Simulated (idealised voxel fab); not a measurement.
The name of this process module is voxel wiring stack.
Displayed cross-section: cut, width of 260 nm, square cells sized 5 nm.
In this document a cross-section is written as a grid of square cells. It is given as a series of bands, listed from the top down, and a band is one or more rows of cells.
Heights first: top, then bottom, in nm. Then materials, left to right, each with a width in nm. "full width" on a single material: fills the band edge to edge. "air": empty space.
Height 0 is the level under which the wafer as received is all one material. The lowest band goes on downwards, as in "0..down".
Width spec "30 to 40" -> top row of cells at first value, bottom row at second value, equal per-row change in between.
"no alterations made" for a step: no cell of the cross-section changed in that step.
Enclosed voids (no open way to top), threshold 8 cells or more, entry "Sealed internal voids", notation width x height at distance, distance from left edge, nm.
It should be noted that, on the line of a given step, the content following the step's settings is a remark produced by the simulator itself with respect to that step.
Among the settings permitted on a step's line is "overlay nm"; applied to a step with a mask, it specifies the extent to which the mask lay to the right of its planned position, whereas a negative figure signifies a position to the left.
### Listed below are the process steps as planned
step 1: op RECEIVE | material Si
step 2: op CONFORMAL_DEP | material SiO2 | thk nm 15
step 3: op CONFORMAL_DEP | material SiN | thk nm 5
step 4: op DIRECTIONAL_DEP | material SiO2 | thk nm 20
step 5: op PATTERN | tone open | mask id METAL_1 | material resist | width nm 30 | pitch nm 60 | thk nm 20 | overlay nm 0
step 6: op DIRECTIONAL_ETCH | etch materials SiO2 | depth nm 20
step 7: op DIRECTIONAL_ETCH | etch materials SiN | depth nm 5
step 8: op STRIP | etch materials resist
step 9: op CONFORMAL_DEP | material TiN | thk nm 5
step 10: op FILL_DEP | material Cu | thk nm 5
step 11: op CMP | height nm 40
step 12: op CONFORMAL_DEP | material SiCN | thk nm 5
step 13: op DIRECTIONAL_DEP | material lowk | thk nm 30
step 14: op PATTERN | tone open | mask id METAL_2_HOLES | material resist | width nm 15 | pitch nm 120 | thk nm 20 | overlay nm 0
step 15: op DIRECTIONAL_ETCH | etch materials lowk | depth nm 30
step 16: op STRIP | etch materials resist
step 17: op DIRECTIONAL_DEP | material aC | thk nm 15
step 18: op PATTERN | tone open | mask id METAL_2 | material resist | width nm 30 | pitch nm 60 | thk nm 35 | overlay nm 0
step 19: op DIRECTIONAL_ETCH | etch materials aC | depth nm 15
step 20: op STRIP | etch materials resist
step 21: op DIRECTIONAL_ETCH | etch materials lowk | depth nm 15
step 22: op DIRECTIONAL_ETCH | etch materials SiCN | depth nm 5
step 23: op STRIP | etch materials aC
step 24: op CONFORMAL_DEP | material TiN | thk nm 5
step 25: op FILL_DEP | material Cu | thk nm 5
step 26: op CMP | height nm 75
step 27: op CONFORMAL_DEP | material SiCN | thk nm 5
step 28: op DIRECTIONAL_DEP | material SiO2 | thk nm 20
step 29: op PATTERN | tone open | mask id PLUG_2 | material resist | width nm 15 | pitch nm 60 | thk nm 15 | overlay nm 0
step 30: op DIRECTIONAL_ETCH | etch materials SiO2 | depth nm 20
step 31: op DIRECTIONAL_ETCH | etch materials SiCN | depth nm 5
step 32: op STRIP | etch materials resist
step 33: op CONFORMAL_DEP | material TiN | thk nm 5
step 34: op FILL_DEP | material Cu | thk nm 10
step 35: op CMP | height nm 100
step 36: op DIRECTIONAL_DEP | material TiN | thk nm 5
step 37: op DIRECTIONAL_DEP | material W | thk nm 25
step 38: op MASKED_ETCH | tone cover | mask id METAL_3 | width nm 30 | pitch nm 60 | etch materials W | depth nm 25 | overlay nm 0
step 39: op MASKED_ETCH | tone cover | mask id METAL_3 | width nm 30 | pitch nm 60 | etch materials TiN | depth nm 5 | overlay nm 0
step 40: op CONFORMAL_DEP | material SiCN | thk nm 5
step 41: op FILL_DEP | material SiO2 | thk nm 10
step 42: op CMP | height nm 130
step 43: op CONFORMAL_DEP | material SiCN | thk nm 5
step 44: op DIRECTIONAL_DEP | material lowk | thk nm 20
step 45: op MASKED_ETCH | tone open | mask id PLUG_3 | width nm 15 | pitch nm 120 | etch materials lowk | depth nm 20 | overlay nm 0
step 46: op MASKED_ETCH | tone open | mask id PLUG_3 | width nm 15 | pitch nm 120 | etch materials SiCN | depth nm 5 | overlay nm 0
step 47: op EPI | material Ru | thk nm 10
step 48: op EPI | material Ru | thk nm 10
step 49: op EPI | material Ru | thk nm 5
step 50: op CONFORMAL_DEP | material SiCN | thk nm 5
step 51: op DIRECTIONAL_DEP | material SiO2 | thk nm 25
step 52: op PATTERN | tone open | mask id METAL_4 | material resist | width nm 30 | pitch nm 60 | thk nm 20 | overlay nm 0
step 53: op DIRECTIONAL_ETCH | etch materials SiO2 | depth nm 25
step 54: op DIRECTIONAL_ETCH | etch materials SiCN | depth nm 5
step 55: op STRIP | etch materials resist
step 56: op CONFORMAL_DEP | material TiN | thk nm 5
step 57: op FILL_DEP | material W | thk nm 5
step 58: op CMP | height nm 185
step 59: op EPI | material Ru | thk nm 5
step 60: op FILL_DEP | material SiCN | thk nm 5
### as received, after step 1
> 0..down | Si full width
> Sealed internal voids: none
### First of two wafers at the end of the module, shown in cross-section; run carried out as planned
> 195..190 | SiCN full width
> 190..185 | SiCN 50 nm  Ru 40 nm  SiCN 20 nm  Ru 40 nm  SiCN 20 nm  Ru 40 nm  SiCN 50 nm
> 185..160 | SiO2 55 nm  TiN 5 nm  W 20 nm  TiN 5 nm  SiO2 30 nm  TiN 5 nm  W 20 nm  TiN 5 nm  SiO2 30 nm  TiN 5 nm  W 20 nm  TiN 5 nm  SiO2 55 nm
> 160..155 | SiCN 55 nm  TiN 30 nm  SiCN 30 nm  TiN 30 nm  SiCN 30 nm  TiN 30 nm  SiCN 55 nm
> 155..135 | lowk 55 nm  Ru 15 nm  lowk 105 nm  Ru 15 nm  lowk 70 nm
> 135..130 | SiCN 55 nm  Ru 15 nm  SiCN 105 nm  Ru 15 nm  SiCN 70 nm
> 130..105 | SiO2 50 nm  SiCN 5 nm  W 30 nm  SiCN 5 nm  SiO2 20 nm  SiCN 5 nm  W 30 nm  SiCN 5 nm  SiO2 20 nm  SiCN 5 nm  W 30 nm  SiCN 5 nm  SiO2 50 nm
> 105..100 | SiCN 55 nm  TiN 30 nm  SiCN 30 nm  TiN 30 nm  SiCN 30 nm  TiN 30 nm  SiCN 55 nm
> 100..80 | SiO2 55 nm  TiN 5 nm  Cu 5 nm  TiN 5 nm  SiO2 45 nm  TiN 5 nm  Cu 5 nm  TiN 5 nm  SiO2 45 nm  TiN 5 nm  Cu 5 nm  TiN 5 nm  SiO2 70 nm
> 80..75 | SiCN 55 nm  TiN 15 nm  SiCN 45 nm  TiN 15 nm  SiCN 45 nm  TiN 15 nm  SiCN 70 nm
> 75..65 | lowk 55 nm  TiN 5 nm  Cu 20 nm  TiN 5 nm  lowk 30 nm  TiN 5 nm  Cu 20 nm  TiN 5 nm  lowk 30 nm  TiN 5 nm  Cu 20 nm  TiN 5 nm  lowk 55 nm
> 65..60 | lowk 55 nm  TiN 5 nm  Cu 5 nm  TiN 20 nm  lowk 30 nm  TiN 30 nm  lowk 30 nm  TiN 5 nm  Cu 5 nm  TiN 20 nm  lowk 55 nm
> 60..45 | lowk 55 nm  TiN 5 nm  Cu 5 nm  TiN 5 nm  lowk 105 nm  TiN 5 nm  Cu 5 nm  TiN 5 nm  lowk 70 nm
> 45..40 | SiCN 55 nm  TiN 15 nm  SiCN 105 nm  TiN 15 nm  SiCN 70 nm
> 40..20 | SiO2 55 nm  TiN 5 nm  Cu 20 nm  TiN 5 nm  SiO2 30 nm  TiN 5 nm  Cu 20 nm  TiN 5 nm  SiO2 30 nm  TiN 5 nm  Cu 20 nm  TiN 5 nm  SiO2 55 nm
> 20..15 | SiN 55 nm  TiN 30 nm  SiN 30 nm  TiN 30 nm  SiN 30 nm  TiN 30 nm  SiN 55 nm
> 15..0 | SiO2 full width
> 0..down | Si full width
> Sealed internal voids: none
### Second wafer through the module, sectioned at the end: same beginning and same plan as the first wafer, with one mistake in carrying it out
> 195..190 | SiCN full width
> 190..185 | Ru 60 nm  SiCN 20 nm  Ru 40 nm  SiCN 20 nm  Ru 40 nm  SiCN 20 nm  Ru 60 nm
> 185..160 | W 50 nm  TiN 5 nm  SiO2 30 nm  TiN 5 nm  W 20 nm  TiN 5 nm  SiO2 30 nm  TiN 5 nm  W 20 nm  TiN 5 nm  SiO2 30 nm  TiN 5 nm  W 50 nm
> 160..155 | TiN 55 nm  SiCN 30 nm  TiN 30 nm  SiCN 30 nm  TiN 30 nm  SiCN 30 nm  TiN 55 nm
> 155..135 | lowk 55 nm  Ru 15 nm  lowk 105 nm  Ru 15 nm  lowk 70 nm
> 135..130 | SiCN 55 nm  Ru 15 nm  SiCN 105 nm  Ru 15 nm  SiCN 70 nm
> 130..105 | SiO2 50 nm  SiCN 5 nm  W 30 nm  SiCN 5 nm  SiO2 20 nm  SiCN 5 nm  W 30 nm  SiCN 5 nm  SiO2 20 nm  SiCN 5 nm  W 30 nm  SiCN 5 nm  SiO2 50 nm
> 105..100 | SiCN 55 nm  TiN 30 nm  SiCN 30 nm  TiN 30 nm  SiCN 30 nm  TiN 30 nm  SiCN 55 nm
> 100..80 | SiO2 55 nm  TiN 5 nm  Cu 5 nm  TiN 5 nm  SiO2 45 nm  TiN 5 nm  Cu 5 nm  TiN 5 nm  SiO2 45 nm  TiN 5 nm  Cu 5 nm  TiN 5 nm  SiO2 70 nm
> 80..75 | SiCN 55 nm  TiN 15 nm  SiCN 45 nm  TiN 15 nm  SiCN 45 nm  TiN 15 nm  SiCN 70 nm
> 75..65 | lowk 55 nm  TiN 5 nm  Cu 20 nm  TiN 5 nm  lowk 30 nm  TiN 5 nm  Cu 20 nm  TiN 5 nm  lowk 30 nm  TiN 5 nm  Cu 20 nm  TiN 5 nm  lowk 55 nm
> 65..60 | lowk 55 nm  TiN 5 nm  Cu 5 nm  TiN 20 nm  lowk 30 nm  TiN 30 nm  lowk 30 nm  TiN 5 nm  Cu 5 nm  TiN 20 nm  lowk 55 nm
> 60..45 | lowk 55 nm  TiN 5 nm  Cu 5 nm  TiN 5 nm  lowk 105 nm  TiN 5 nm  Cu 5 nm  TiN 5 nm  lowk 70 nm
> 45..40 | SiCN 55 nm  TiN 15 nm  SiCN 105 nm  TiN 15 nm  SiCN 70 nm
> 40..20 | SiO2 55 nm  TiN 5 nm  Cu 20 nm  TiN 5 nm  SiO2 30 nm  TiN 5 nm  Cu 20 nm  TiN 5 nm  SiO2 30 nm  TiN 5 nm  Cu 20 nm  TiN 5 nm  SiO2 55 nm
> 20..15 | SiN 55 nm  TiN 30 nm  SiN 30 nm  TiN 30 nm  SiN 30 nm  TiN 30 nm  SiN 55 nm
> 15..0 | SiO2 full width
> 0..down | Si full width
> Sealed internal voids: none
Here's what went sideways: note that step 52 departed from the planned setting and was carried out as op PATTERN | tone cover | mask id METAL_4 | material resist | width nm 30 | pitch nm 60 | thk nm 20 | overlay nm 0
Count the cells at the end and the second wafer has more or fewer of some materials than the first: Ru: 16 more; SiCN: 32 fewer; SiO2: 80 fewer; TiN: 16 more; W: 80 more
